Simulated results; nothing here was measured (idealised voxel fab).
Process module in this document: voxel air gaps
This is section cut - it's 295 nm across, gridded in 5 nm square cells.
Just so we're on the same page, the cross-sections are grids of square cells, and they're listed out in bands top to bottom, each band one or more rows deep. Each band's line starts with the height of the band's top and of its bottom, in nm. Then come its materials from left to right, each with its width in nm. One material with "edge to edge" fills the band from edge to edge. "empty" is empty space. All heights in this document are referenced to 0, defined as the level beneath which the wafer, as received, consists entirely of one material. The lowest band is not bounded below; it extends indefinitely downward and is written in the form "from 0 down". Top row gets the first number, bottom row gets the second, and each row in between changes by the same step: that is how a band width like "30->40" works. For the purposes of this document, the phrase "remained the same" attached to a step denotes that no cell within the cross-section was modified by that step. Empty spaces counting at least 8 cells and having no open way to the top are listed in "Trapped voids". The notation width x height at distance is used for each, the distance being from the left edge and all three values in nm. On each step's line, the part that comes after the settings is the simulator's own comment on the step. If you see "overlay nm" on a step's line and that step has a mask, it's telling you how far right of where it was planned the mask ended up; a negative number means it went left instead. What follows is a series of pairs. Each pair shows a cross-section before one process step and the cross-section after it, and the after view is drawn only down to the lowest band that changed. Beneath each pair is the step that lies between the two, with its settings. Pairs may come from different runs of this module on the same starting wafer, so a pair continues from the one above it only where its entry headed "Cross-section, before" says so.

Cross-section, before:
  from 0 down: Si edge to edge
  Trapped voids: none

Sectional View, Post-Process:
  from 15 to 0: SiO2 edge to edge
  Heights below 0 show no change.
  Trapped voids: none
What process step lies between the two cross-sections above? CONFORMAL_DEP [material SiO2] [thk nm 15]

Cross-section, before: it's just the after picture from the pair right above this one.

Sectional View, Post-Process:
  from 20 to 15: SiN edge to edge
  Heights below 15 show no change.
  Trapped voids: none
What process step lies between the two cross-sections above? CONFORMAL_DEP [material SiN] [thk nm 5]

Cross-section, before: it's just the after picture from the pair right above this one.

Sectional View, Post-Process:
  from 55 to 20: lowk edge to edge
  Heights below 20 show no change.
  Trapped voids: none
What process step lies between the two cross-sections above? DIRECTIONAL_DEP [material lowk] [thk nm 35]

Cross-section, before: it's just the after picture from the pair right above this one.

Sectional View, Post-Process:
  from 55 to 20: lowk 85; empty 20; lowk 30; empty 20; lowk 30; empty 20; lowk 90
  Heights below 20 show no change.
  Trapped voids: none
What process step lies between the two cross-sections above? MASKED_ETCH [tone open] [mask id LINES] [width nm 20] [pitch nm 50] [etch materials lowk] [depth nm 35] [overlay nm 0]

Cross-section, before: it's just the after picture from the pair right above this one.

Sectional View, Post-Process:
  from 60 to 55: TiN 90; empty 10; TiN 40; empty 10; TiN 40; empty 10; TiN 95
  from 55 to 25: lowk 85; TiN 5; empty 10; TiN 5; lowk 30; TiN 5; empty 10; TiN 5; lowk 30; TiN 5; empty 10; TiN 5; lowk 90
  from 25 to 20: lowk 85; TiN 20; lowk 30; TiN 20; lowk 30; TiN 20; lowk 90
  Heights below 20 show no change.
  Trapped voids: none
What process step lies between the two cross-sections above? CONFORMAL_DEP [material TiN] [thk nm 5]

Cross-section, before: it's just the after picture from the pair right above this one.

Sectional View, Post-Process:
  from 65 to 60: Cu edge to edge
  from 60 to 55: TiN 90; Cu 10; TiN 40; Cu 10; TiN 40; Cu 10; TiN 95
  from 55 to 25: lowk 85; TiN 5; Cu 10; TiN 5; lowk 30; TiN 5; Cu 10; TiN 5; lowk 30; TiN 5; Cu 10; TiN 5; lowk 90
  Heights below 25 show no change.
  Trapped voids: none
What process step lies between the two cross-sections above? FILL_DEP [material Cu] [thk nm 5]

Cross-section, before: it's just the after picture from the pair right above this one.

Sectional View, Post-Process:
  from 55 to 25: lowk 85; TiN 5; Cu 10; TiN 5; lowk 30; TiN 5; Cu 10; TiN 5; lowk 30; TiN 5; Cu 10; TiN 5; lowk 90
  Heights below 25 show no change.
  Trapped voids: none
What process step lies between the two cross-sections above? CMP [height nm 55]

Cross-section, before: it's just the after picture from the pair right above this one.

Sectional View, Post-Process:
  from 65 to 55: empty 75; Ru 40; empty 10; Ru 40; empty 10; Ru 40; empty 80
  Heights below 55 show no change.
  Trapped voids: none
What process step lies between the two cross-sections above? EPI [material Ru] [thk nm 10]

Cross-section, before: it's just the after picture from the pair right above this one.

Sectional View, Post-Process:
  from 65 to 55: empty 75; Ru 40; empty 10; Ru 40; empty 10; Ru 40; empty 80
  from 55 to 25: empty 85; TiN 5; Cu 10; TiN 5; empty 30; TiN 5; Cu 10; TiN 5; empty 30; TiN 5; Cu 10; TiN 5; empty 90
  from 25 to 20: empty 85; TiN 20; empty 30; TiN 20; empty 30; TiN 20; empty 90
  Heights below 20 show no change.
  Trapped voids: none
What process step lies between the two cross-sections above? SELECTIVE_ETCH [etch materials lowk] [depth nm 45]

Cross-section, before: it's just the after picture from the pair right above this one.

Sectional View, Post-Process:
  from 70 to 65: empty 70; SiN 150; empty 75
  from 65 to 55: empty 70; SiN 5; Ru 40; SiN 10; Ru 40; SiN 10; Ru 40; SiN 5; empty 75
  from 55 to 50: empty 70; SiN 15; TiN 5; Cu 10; TiN 5; SiN 30; TiN 5; Cu 10; TiN 5; SiN 30; TiN 5; Cu 10; TiN 5; SiN 15; empty 75
  from 50 to 25: empty 80; SiN 5; TiN 5; Cu 10; TiN 5; SiN 5; empty 20; SiN 5; TiN 5; Cu 10; TiN 5; SiN 5; empty 20; SiN 5; TiN 5; Cu 10; TiN 5; SiN 5; empty 85
  from 25 to 20: SiN 85; TiN 20; SiN 30; TiN 20; SiN 30; TiN 20; SiN 90
  Heights below 20 show no change.
  Trapped voids: 20 x 25 at 110; 20 x 25 at 160
What process step lies between the two cross-sections above? CONFORMAL_DEP [material SiN] [thk nm 5]

Cross-section, before:
  from 65 to 55: empty 75; Ru 40; empty 10; Ru 40; empty 10; Ru 40; empty 80
  from 55 to 25: lowk 85; TiN 5; Cu 10; TiN 5; lowk 30; TiN 5; Cu 10; TiN 5; lowk 30; TiN 5; Cu 10; TiN 5; lowk 90
  from 25 to 20: lowk 85; TiN 20; lowk 30; TiN 20; lowk 30; TiN 20; lowk 90
  from 20 to 15: SiN edge to edge
  from 15 to 0: SiO2 edge to edge
  from 0 down: Si edge to edge
  Trapped voids: none

Sectional View, Post-Process:
  from 75 to 55: empty 65; Ru 160; empty 70
  Heights below 55 show no change.
  Trapped voids: none
What process step lies between the two cross-sections above? EPI [material Ru] [thk nm 10]

Cross-section, before: it's just the after picture from the pair right above this one.

Sectional View, Post-Process:
  from 75 to 55: empty 65; Ru 160; empty 70
  from 55 to 25: empty 85; TiN 5; Cu 10; TiN 5; lowk 30; TiN 5; Cu 10; TiN 5; lowk 30; TiN 5; Cu 10; TiN 5; empty 90
  from 25 to 20: empty 85; TiN 20; lowk 30; TiN 20; lowk 30; TiN 20; empty 90
  Heights below 20 show no change.
  Trapped voids: none
What process step lies between the two cross-sections above? SELECTIVE_ETCH [etch materials lowk] [depth nm 45]

Cross-section, before: it's just the after picture from the pair right above this one.

Sectional View, Post-Process:
  from 80 to 75: empty 60; SiN 170; empty 65
  from 75 to 55: empty 60; SiN 5; Ru 160; SiN 5; empty 65
  from 55 to 50: empty 60; SiN 25; TiN 5; Cu 10; TiN 5; lowk 30; TiN 5; Cu 10; TiN 5; lowk 30; TiN 5; Cu 10; TiN 5; SiN 25; empty 65
  from 50 to 25: empty 80; SiN 5; TiN 5; Cu 10; TiN 5; lowk 30; TiN 5; Cu 10; TiN 5; lowk 30; TiN 5; Cu 10; TiN 5; SiN 5; empty 85
  from 25 to 20: SiN 85; TiN 20; lowk 30; TiN 20; lowk 30; TiN 20; SiN 90
  Heights below 20 show no change.
  Trapped voids: none
What process step lies between the two cross-sections above? CONFORMAL_DEP [material SiN] [thk nm 5]

Cross-section, before:
  from 15 to 0: SiO2 edge to edge
  from 0 down: Si edge to edge
  Trapped voids: none

Sectional View, Post-Process:
  from 50 to 15: lowk edge to edge
  Heights below 15 show no change.
  Trapped voids: none
What process step lies between the two cross-sections above? DIRECTIONAL_DEP [material lowk] [thk nm 35]

Cross-section, before: it's just the after picture from the pair right above this one.

Sectional View, Post-Process:
  from 55 to 50: SiN edge to edge
  Heights below 50 show no change.
  Trapped voids: none
What process step lies between the two cross-sections above? CONFORMAL_DEP [material SiN] [thk nm 5]

Cross-section, before: it's just the after picture from the pair right above this one.

Sectional View, Post-Process:
  from 60 to 55: TiN edge to edge
  Heights below 55 show no change.
  Trapped voids: none
What process step lies between the two cross-sections above? CONFORMAL_DEP [material TiN] [thk nm 5]

Cross-section, before: it's just the after picture from the pair right above this one.

Sectional View, Post-Process:
  from 65 to 60: Cu edge to edge
  Heights below 60 show no change.
  Trapped voids: none
What process step lies between the two cross-sections above? FILL_DEP [material Cu] [thk nm 5]

Cross-section, before: it's just the after picture from the pair right above this one.

Sectional View, Post-Process:
  from 55 to 50: SiN edge to edge
  Heights below 50 show no change.
  Trapped voids: none
What process step lies between the two cross-sections above? CMP [height nm 55]

Cross-section, before: it's just the after picture from the pair right above this one.

Sectional View, Post-Process:
  from 60 to 50: SiN edge to edge
  Heights below 50 show no change.
  Trapped voids: none
What process step lies between the two cross-sections above? CONFORMAL_DEP [material SiN] [thk nm 5]

Cross-section, before:
  from 0 down: Si edge to edge
  Trapped voids: none

Sectional View, Post-Process:
  from 5 to 0: SiO2 edge to edge
  Heights below 0 show no change.
  Trapped voids: none
What process step lies between the two cross-sections above? CONFORMAL_DEP [material SiO2] [thk nm 5]

Cross-section, before: it's just the after picture from the pair right above this one.

Sectional View, Post-Process:
  from 10 to 5: SiN edge to edge
  Heights below 5 show no change.
  Trapped voids: none
What process step lies between the two cross-sections above? CONFORMAL_DEP [material SiN] [thk nm 5]

Cross-section, before: it's just the after picture from the pair right above this one.

Sectional View, Post-Process:
  from 45 to 10: lowk edge to edge
  Heights below 10 show no change.
  Trapped voids: none
What process step lies between the two cross-sections above? DIRECTIONAL_DEP [material lowk] [thk nm 35]

Cross-section, before: it's just the after picture from the pair right above this one.

Sectional View, Post-Process:
  from 45 to 10: lowk 85; empty 20; lowk 30; empty 20; lowk 30; empty 20; lowk 90
  Heights below 10 show no change.
  Trapped voids: none
What process step lies between the two cross-sections above? MASKED_ETCH [tone open] [mask id LINES] [width nm 20] [pitch nm 50] [etch materials lowk] [depth nm 35] [overlay nm 0]

Cross-section, before: it's just the after picture from the pair right above this one.

Sectional View, Post-Process:
  from 50 to 45: TiN 90; empty 10; TiN 40; empty 10; TiN 40; empty 10; TiN 95
  from 45 to 15: lowk 85; TiN 5; empty 10; TiN 5; lowk 30; TiN 5; empty 10; TiN 5; lowk 30; TiN 5; empty 10; TiN 5; lowk 90
  from 15 to 10: lowk 85; TiN 20; lowk 30; TiN 20; lowk 30; TiN 20; lowk 90
  Heights below 10 show no change.
  Trapped voids: none
What process step lies between the two cross-sections above? CONFORMAL_DEP [material TiN] [thk nm 5]

Cross-section, before: it's just the after picture from the pair right above this one.

Sectional View, Post-Process:
  from 55 to 50: Cu edge to edge
  from 50 to 45: TiN 90; Cu 10; TiN 40; Cu 10; TiN 40; Cu 10; TiN 95
  from 45 to 15: lowk 85; TiN 5; Cu 10; TiN 5; lowk 30; TiN 5; Cu 10; TiN 5; lowk 30; TiN 5; Cu 10; TiN 5; lowk 90
  Heights below 15 show no change.
  Trapped voids: none
What process step lies between the two cross-sections above? FILL_DEP [material Cu] [thk nm 5]

Cross-section, before: it's just the after picture from the pair right above this one.

Sectional View, Post-Process:
  from 65 to 55: Ru edge to edge
  Heights below 55 show no change.
  Trapped voids: none
What process step lies between the two cross-sections above? EPI [material Ru] [thk nm 10]

Cross-section, before: it's just the after picture from the pair right above this one.

Sectional View, Post-Process:
  from 70 to 65: SiN edge to edge
  Heights below 65 show no change.
  Trapped voids: none
What process step lies between the two cross-sections above? CONFORMAL_DEP [material SiN] [thk nm 5]

Cross-section, before:
  from 55 to 20: lowk edge to edge
  from 20 to 15: SiN edge to edge
  from 15 to 0: SiO2 edge to edge
  from 0 down: Si edge to edge
  Trapped voids: none

Sectional View, Post-Process:
  from 55 to 20: lowk 80; empty 30; lowk 20; empty 30; lowk 20; empty 30; lowk 85
  Heights below 20 show no change.
  Trapped voids: none
What process step lies between the two cross-sections above? MASKED_ETCH [tone open] [mask id LINES] [width nm 30] [pitch nm 50] [etch materials lowk] [depth nm 35] [overlay nm 0]

Cross-section, before: it's just the after picture from the pair right above this one.

Sectional View, Post-Process:
  from 60 to 55: TiN 85; empty 20; TiN 30; empty 20; TiN 30; empty 20; TiN 90
  from 55 to 25: lowk 80; TiN 5; empty 20; TiN 5; lowk 20; TiN 5; empty 20; TiN 5; lowk 20; TiN 5; empty 20; TiN 5; lowk 85
  from 25 to 20: lowk 80; TiN 30; lowk 20; TiN 30; lowk 20; TiN 30; lowk 85
  Heights below 20 show no change.
  Trapped voids: none
What process step lies between the two cross-sections above? CONFORMAL_DEP [material TiN] [thk nm 5]

Cross-section, before: it's just the after picture from the pair right above this one.

Sectional View, Post-Process:
  from 65 to 60: Cu edge to edge
  from 60 to 55: TiN 85; Cu 20; TiN 30; Cu 20; TiN 30; Cu 20; TiN 90
  from 55 to 25: lowk 80; TiN 5; Cu 20; TiN 5; lowk 20; TiN 5; Cu 20; TiN 5; lowk 20; TiN 5; Cu 20; TiN 5; lowk 85
  Heights below 25 show no change.
  Trapped voids: none
What process step lies between the two cross-sections above? FILL_DEP [material Cu] [thk nm 5]

Cross-section, before: it's just the after picture from the pair right above this one.

Sectional View, Post-Process:
  from 55 to 25: lowk 80; TiN 5; Cu 20; TiN 5; lowk 20; TiN 5; Cu 20; TiN 5; lowk 20; TiN 5; Cu 20; TiN 5; lowk 85
  Heights below 25 show no change.
  Trapped voids: none
What process step lies between the two cross-sections above? CMP [height nm 55]

Cross-section, before: it's just the after picture from the pair right above this one.

Sectional View, Post-Process:
  from 65 to 55: empty 70; Ru 150; empty 75
  Heights below 55 show no change.
  Trapped voids: none
What process step lies between the two cross-sections above? EPI [material Ru] [thk nm 10]

Cross-section, before: it's just the after picture from the pair right above this one.

Sectional View, Post-Process:
  from 65 to 55: empty 70; Ru 150; empty 75
  from 55 to 25: empty 80; TiN 5; Cu 20; TiN 5; lowk 20; TiN 5; Cu 20; TiN 5; lowk 20; TiN 5; Cu 20; TiN 5; empty 85
  from 25 to 20: empty 80; TiN 30; lowk 20; TiN 30; lowk 20; TiN 30; empty 85
  Heights below 20 show no change.
  Trapped voids: none
What process step lies between the two cross-sections above? SELECTIVE_ETCH [etch materials lowk] [depth nm 45]

Cross-section, before: it's just the after picture from the pair right above this one.

Sectional View, Post-Process:
  from 70 to 65: empty 65; SiN 160; empty 70
  from 65 to 55: empty 65; SiN 5; Ru 150; SiN 5; empty 70
  from 55 to 50: empty 65; SiN 15; TiN 5; Cu 20; TiN 5; lowk 20; TiN 5; Cu 20; TiN 5; lowk 20; TiN 5; Cu 20; TiN 5; SiN 15; empty 70
  from 50 to 25: empty 75; SiN 5; TiN 5; Cu 20; TiN 5; lowk 20; TiN 5; Cu 20; TiN 5; lowk 20; TiN 5; Cu 20; TiN 5; SiN 5; empty 80
  from 25 to 20: SiN 80; TiN 30; lowk 20; TiN 30; lowk 20; TiN 30; SiN 85
  Heights below 20 show no change.
  Trapped voids: none
What process step lies between the two cross-sections above? CONFORMAL_DEP [material SiN] [thk nm 5]

Cross-section, before:
  from 55 to 20: lowk edge to edge
  from 20 to 15: SiN edge to edge
  from 15 to 0: SiO2 edge to edge
  from 0 down: Si edge to edge
  Trapped voids: none

Sectional View, Post-Process:
  from 55 to 20: lowk 95; empty 20; lowk 30; empty 20; lowk 30; empty 20; lowk 80
  Heights below 20 show no change.
  Trapped voids: none
What process step lies between the two cross-sections above? MASKED_ETCH [tone open] [mask id LINES] [width nm 20] [pitch nm 50] [etch materials lowk] [depth nm 35] [overlay nm 10]

Cross-section, before: it's just the after picture from the pair right above this one.

Sectional View, Post-Process:
  from 60 to 55: TiN 100; empty 10; TiN 40; empty 10; TiN 40; empty 10; TiN 85
  from 55 to 25: lowk 95; TiN 5; empty 10; TiN 5; lowk 30; TiN 5; empty 10; TiN 5; lowk 30; TiN 5; empty 10; TiN 5; lowk 80
  from 25 to 20: lowk 95; TiN 20; lowk 30; TiN 20; lowk 30; TiN 20; lowk 80
  Heights below 20 show no change.
  Trapped voids: none
What process step lies between the two cross-sections above? CONFORMAL_DEP [material TiN] [thk nm 5]

Cross-section, before: it's just the after picture from the pair right above this one.

Sectional View, Post-Process:
  from 65 to 60: Cu edge to edge
  from 60 to 55: TiN 100; Cu 10; TiN 40; Cu 10; TiN 40; Cu 10; TiN 85
  from 55 to 25: lowk 95; TiN 5; Cu 10; TiN 5; lowk 30; TiN 5; Cu 10; TiN 5; lowk 30; TiN 5; Cu 10; TiN 5; lowk 80
  Heights below 25 show no change.
  Trapped voids: none
What process step lies between the two cross-sections above? FILL_DEP [material Cu] [thk nm 5]

Cross-section, before: it's just the after picture from the pair right above this one.

Sectional View, Post-Process:
  from 55 to 25: lowk 95; TiN 5; Cu 10; TiN 5; lowk 30; TiN 5; Cu 10; TiN 5; lowk 30; TiN 5; Cu 10; TiN 5; lowk 80
  Heights below 25 show no change.
  Trapped voids: none
What process step lies between the two cross-sections above? CMP [height nm 55]

Cross-section, before: it's just the after picture from the pair right above this one.

Sectional View, Post-Process:
  from 65 to 55: empty 85; Ru 40; empty 10; Ru 40; empty 10; Ru 40; empty 70
  Heights below 55 show no change.
  Trapped voids: none
What process step lies between the two cross-sections above? EPI [material Ru] [thk nm 10]

Cross-section, before: it's just the after picture from the pair right above this one.

Sectional View, Post-Process:
  from 65 to 55: empty 85; Ru 40; empty 10; Ru 40; empty 10; Ru 40; empty 70
  from 55 to 25: empty 95; TiN 5; Cu 10; TiN 5; empty 30; TiN 5; Cu 10; TiN 5; empty 30; TiN 5; Cu 10; TiN 5; empty 80
  from 25 to 20: empty 95; TiN 20; empty 30; TiN 20; empty 30; TiN 20; empty 80
  Heights below 20 show no change.
  Trapped voids: none
What process step lies between the two cross-sections above? SELECTIVE_ETCH [etch materials lowk] [depth nm 45]

Cross-section, before: it's just the after picture from the pair right above this one.

Sectional View, Post-Process:
  from 70 to 65: empty 80; SiN 150; empty 65
  from 65 to 55: empty 80; SiN 5; Ru 40; SiN 10; Ru 40; SiN 10; Ru 40; SiN 5; empty 65
  from 55 to 50: empty 80; SiN 15; TiN 5; Cu 10; TiN 5; SiN 30; TiN 5; Cu 10; TiN 5; SiN 30; TiN 5; Cu 10; TiN 5; SiN 15; empty 65
  from 50 to 25: empty 90; SiN 5; TiN 5; Cu 10; TiN 5; SiN 5; empty 20; SiN 5; TiN 5; Cu 10; TiN 5; SiN 5; empty 20; SiN 5; TiN 5; Cu 10; TiN 5; SiN 5; empty 75
  from 25 to 20: SiN 95; TiN 20; SiN 30; TiN 20; SiN 30; TiN 20; SiN 80
  Heights below 20 show no change.
  Trapped voids: 20 x 25 at 120; 20 x 25 at 170
What process step lies between the two cross-sections above? CONFORMAL_DEP [material SiN] [thk nm 5]

Cross-section, before:
  from 65 to 55: empty 75; Ru 40; empty 10; Ru 40; empty 10; Ru 40; empty 80
  from 55 to 25: empty 85; TiN 5; Cu 10; TiN 5; empty 30; TiN 5; Cu 10; TiN 5; empty 30; TiN 5; Cu 10; TiN 5; empty 90
  from 25 to 20: empty 85; TiN 20; empty 30; TiN 20; empty 30; TiN 20; empty 90
  from 20 to 15: SiN edge to edge
  from 15 to 0: SiO2 edge to edge
  from 0 down: Si edge to edge
  Trapped voids: none

Sectional View, Post-Process:
  from 70 to 65: empty 70; lowk 150; empty 75
  from 65 to 55: empty 70; lowk 5; Ru 40; lowk 10; Ru 40; lowk 10; Ru 40; lowk 5; empty 75
  from 55 to 50: empty 70; lowk 15; TiN 5; Cu 10; TiN 5; lowk 30; TiN 5; Cu 10; TiN 5; lowk 30; TiN 5; Cu 10; TiN 5; lowk 15; empty 75
  from 50 to 25: empty 80; lowk 5; TiN 5; Cu 10; TiN 5; lowk 5; empty 20; lowk 5; TiN 5; Cu 10; TiN 5; lowk 5; empty 20; lowk 5; TiN 5; Cu 10; TiN 5; lowk 5; empty 85
  from 25 to 20: lowk 85; TiN 20; lowk 30; TiN 20; lowk 30; TiN 20; lowk 90
  Heights below 20 show no change.
  Trapped voids: 20 x 25 at 110; 20 x 25 at 160
What process step lies between the two cross-sections above? CONFORMAL_DEP [material lowk] [thk nm 5]

Cross-section, before:
  from 55 to 20: lowk edge to edge
  from 20 to 15: SiN edge to edge
  from 15 to 0: SiO2 edge to edge
  from 0 down: Si edge to edge
  Trapped voids: none

Sectional View, Post-Process:
  from 55 to 20: empty 85; lowk 20; empty 30; lowk 20; empty 30; lowk 20; empty 90
  Heights below 20 show no change.
  Trapped voids: none
What process step lies between the two cross-sections above? MASKED_ETCH [tone cover] [mask id LINES] [width nm 20] [pitch nm 50] [etch materials lowk] [depth nm 35] [overlay nm 0]

Cross-section, before: it's just the after picture from the pair right above this one.

Sectional View, Post-Process:
  from 60 to 55: empty 80; TiN 30; empty 20; TiN 30; empty 20; TiN 30; empty 85
  from 55 to 25: empty 80; TiN 5; lowk 20; TiN 5; empty 20; TiN 5; lowk 20; TiN 5; empty 20; TiN 5; lowk 20; TiN 5; empty 85
  from 25 to 20: TiN 85; lowk 20; TiN 30; lowk 20; TiN 30; lowk 20; TiN 90
  Heights below 20 show no change.
  Trapped voids: none
What process step lies between the two cross-sections above? CONFORMAL_DEP [material TiN] [thk nm 5]

Cross-section, before: it's just the after picture from the pair right above this one.

Sectional View, Post-Process:
  from 65 to 60: Cu edge to edge
  from 60 to 55: Cu 80; TiN 30; Cu 20; TiN 30; Cu 20; TiN 30; Cu 85
  from 55 to 25: Cu 80; TiN 5; lowk 20; TiN 5; Cu 20; TiN 5; lowk 20; TiN 5; Cu 20; TiN 5; lowk 20; TiN 5; Cu 85
  Heights below 25 show no change.
  Trapped voids: none
What process step lies between the two cross-sections above? FILL_DEP [material Cu] [thk nm 5]

Cross-section, before: it's just the after picture from the pair right above this one.

Sectional View, Post-Process:
  from 55 to 25: Cu 80; TiN 5; lowk 20; TiN 5; Cu 20; TiN 5; lowk 20; TiN 5; Cu 20; TiN 5; lowk 20; TiN 5; Cu 85
  Heights below 25 show no change.
  Trapped voids: none
What process step lies between the two cross-sections above? CMP [height nm 55]

Cross-section, before: it's just the after picture from the pair right above this one.

Sectional View, Post-Process:
  from 65 to 55: Ru edge to edge
  Heights below 55 show no change.
  Trapped voids: none
What process step lies between the two cross-sections above? EPI [material Ru] [thk nm 10]

Cross-section, before: it's just the after picture from the pair right above this one.

Sectional View, Post-Process:
  from 70 to 65: SiN edge to edge
  Heights below 65 show no change.
  Trapped voids: none
What process step lies between the two cross-sections above? CONFORMAL_DEP [material SiN] [thk nm 5]
